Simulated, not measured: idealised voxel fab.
process module | voxel transistor to metal
cross-section cut | 160 nm wide | cells 5 nm
A cross-section is a grid of square cells, given in bands from the top down. A band is one or more rows of cells.
Each band's line starts with the height of the band's top and of its bottom, in nm. Then come its materials from left to right, each with its width in nm. One material with "throughout" fills the band from edge to edge. "air" is empty space.
Height 0 is the level under which the wafer as received is all one material. The lowest band goes on downwards, as in "0 down".
A width such as "30 to 40" changes by the same amount from each row of cells to the next, from the band's top row to its bottom row.
"no change" after a step means that no cell of the cross-section changed.
closed voids: empty space of 8 cells or more with no open way to the top, each as width x height at its distance from the left edge, in nm
after a step's settings: what the simulator itself notes on the step
overlay nm, on a step with a mask: how far to the right of its planned place the mask lay; to the left if negative
plan
1 op RECEIVE | material Si
2 op CONFORMAL_DEP | material SiO2 | thk nm 5
3 op CONFORMAL_DEP | material SiN | thk nm 10
4 op PATTERN | tone cover | mask id ACTIVE | material resist | width nm 100 | thk nm 20 | overlay nm 0
5 op DIRECTIONAL_ETCH | etch materials SiN | depth nm 10
6 op DIRECTIONAL_ETCH | etch materials SiO2 | depth nm 5
7 op DIRECTIONAL_ETCH | etch materials Si | depth nm 30
8 op STRIP | etch materials resist
9 op OXIDIZE | depth nm 5
10 op FILL_DEP | material SiO2 | thk nm 15
11 op CMP | height nm 15
12 op SELECTIVE_ETCH | etch materials SiO2 | depth nm 5
13 op STRIP | etch materials SiN
14 op SELECTIVE_ETCH | etch materials SiO2 | depth nm 5
15 op OXIDIZE | depth nm 5
16 op DIRECTIONAL_DEP | material polySi | thk nm 25
17 op DIRECTIONAL_DEP | material SiCN | thk nm 15
18 op DIRECTIONAL_DEP | material aC | thk nm 15
19 op PATTERN | tone cover | mask id GATE | material resist | width nm 30 | thk nm 30 | overlay nm 0
20 op DIRECTIONAL_ETCH | etch materials aC | depth nm 15
21 op STRIP | etch materials resist
22 op DIRECTIONAL_ETCH | etch materials SiCN | depth nm 25
23 op DIRECTIONAL_ETCH | etch materials polySi | depth nm 35
24 op STRIP | etch materials aC
25 op CONFORMAL_DEP | material SiN | thk nm 5
26 op DIRECTIONAL_ETCH | etch materials SiN | depth nm 5
27 op DIRECTIONAL_ETCH | etch materials SiO2 | depth nm 5
28 op DIRECTIONAL_ETCH | etch materials Si | depth nm 15
29 op EPI | material pSi | thk nm 15
30 op FILL_DEP | material SiO2 | thk nm 10
31 op CMP | height nm 25
32 op STRIP | etch materials polySi
33 op SELECTIVE_ETCH | etch materials SiO2 | depth nm 5
34 op CONFORMAL_DEP | material HfO2 | thk nm 5
35 op CONFORMAL_DEP | material TiN | thk nm 5
36 op FILL_DEP | material W | thk nm 5
37 op CMP | height nm 20
38 op DIRECTIONAL_DEP | material SiO2 | thk nm 10
39 op MASKED_ETCH | tone open | mask id CONTACT | width nm 15 | pitch nm 75 | etch materials SiO2 | depth nm 35 | overlay nm 0
40 op CONFORMAL_DEP | material TiN | thk nm 5
41 op FILL_DEP | material Ru | thk nm 5
42 op CMP | height nm 30
43 op CONFORMAL_DEP | material SiN | thk nm 5
44 op DIRECTIONAL_DEP | material SiO2 | thk nm 25
45 op PATTERN | tone open | mask id METAL_1 | material resist | width nm 15 | pitch nm 75 | thk nm 20 | overlay nm 0
46 op DIRECTIONAL_ETCH | etch materials SiO2 | depth nm 25
47 op DIRECTIONAL_ETCH | etch materials SiN | depth nm 5
48 op STRIP | etch materials resist
49 op CONFORMAL_DEP | material TiN | thk nm 5
50 op FILL_DEP | material Cu | thk nm 10
51 op CMP | height nm 60
52 op EPI | material Ru | thk nm 5
53 op FILL_DEP | material SiCN | thk nm 5
as received, after step 1
  0 down: Si throughout
  closed voids: none
first wafer at the end, as planned
  70 to 65: SiCN throughout
  65 to 60: SiCN 30 | Ru 25 | SiCN 50 | Ru 25 | SiCN 30
  60 to 35: SiO2 35 | TiN 5 | Cu 5 | TiN 5 | SiO2 60 | TiN 5 | Cu 5 | TiN 5 | SiO2 35
  35 to 30: SiN 35 | TiN 15 | SiN 60 | TiN 15 | SiN 35
  30 to 20: SiO2 35 | TiN 5 | Ru 5 | TiN 5 | SiO2 60 | TiN 5 | Ru 5 | TiN 5 | SiO2 35
  20 to 15: SiO2 35 | TiN 5 | Ru 5 | TiN 5 | SiO2 10 | SiN 5 | HfO2 5 | TiN 5 | W 10 | TiN 5 | HfO2 5 | SiN 5 | SiO2 10 | TiN 5 | Ru 5 | TiN 5 | SiO2 35
  15 to 10: SiO2 35 | TiN 15 | SiO2 10 | SiN 5 | HfO2 5 | TiN 5 | W 10 | TiN 5 | HfO2 5 | SiN 5 | SiO2 10 | TiN 15 | SiO2 35
  10 to 5: SiO2 35 | TiN 10 | pSi 15 | SiN 5 | HfO2 5 | TiN 5 | W 10 | TiN 5 | HfO2 5 | SiN 5 | pSi 15 | TiN 10 | SiO2 35
  5 to 0: SiO2 25 | SiN 5 | SiO2 5 | TiN 10 | pSi 15 | SiN 5 | HfO2 5 | TiN 20 | HfO2 5 | SiN 5 | pSi 15 | TiN 10 | SiO2 5 | SiN 5 | SiO2 25
  0 to -5: SiO2 35 | TiN 10 | pSi 15 | HfO2 40 | pSi 15 | TiN 10 | SiO2 35
  -5 to -20: SiO2 35 | pSi 25 | Si 40 | pSi 25 | SiO2 35
  -20 to -35: SiO2 35 | Si 90 | SiO2 35
  -35 down: Si throughout
  closed voids: none
second wafer at the end: like start, like plan, one mistake
  70 to 65: SiCN throughout
  65 to 60: SiCN 30 | Ru 25 | SiCN 50 | Ru 25 | SiCN 30
  60 to 35: SiO2 35 | TiN 5 | Cu 5 | TiN 5 | SiO2 60 | TiN 5 | Cu 5 | TiN 5 | SiO2 35
  35 to 30: SiN 35 | TiN 15 | SiN 60 | TiN 15 | SiN 35
  30 to 20: SiO2 35 | TiN 5 | Ru 5 | TiN 5 | SiO2 60 | TiN 5 | Ru 5 | TiN 5 | SiO2 35
  20 to 15: SiO2 35 | TiN 5 | Ru 5 | TiN 5 | SiO2 10 | SiN 5 | HfO2 5 | TiN 5 | W 10 | TiN 5 | HfO2 5 | SiN 5 | SiO2 10 | TiN 5 | Ru 5 | TiN 5 | SiO2 35
  15 to 10: SiO2 35 | TiN 15 | SiO2 10 | SiN 5 | HfO2 5 | TiN 5 | W 10 | TiN 5 | HfO2 5 | SiN 5 | SiO2 10 | TiN 15 | SiO2 35
  10 to 5: SiO2 35 | TiN 10 | pSi 15 | SiN 5 | HfO2 5 | TiN 5 | W 10 | TiN 5 | HfO2 5 | SiN 5 | pSi 15 | TiN 10 | SiO2 35
  5 to 0: SiO2 25 | SiN 5 | SiO2 5 | TiN 10 | pSi 15 | SiN 5 | HfO2 5 | TiN 20 | HfO2 5 | SiN 5 | pSi 15 | TiN 10 | SiO2 5 | SiN 5 | SiO2 25
  0 to -5: SiO2 35 | TiN 10 | pSi 15 | HfO2 40 | pSi 15 | TiN 10 | SiO2 35
  -5 to -20: SiO2 45 | pSi 15 | Si 40 | pSi 15 | SiO2 45
  -20 to -35: SiO2 35 | pSi 25 | Si 40 | pSi 25 | SiO2 35
  -35 down: Si throughout
  closed voids: none
what went wrong: step 28 was run twice
at the end the second wafer has, in cells: 30 fewer of Si | 12 more of SiO2 | 18 more of pSi
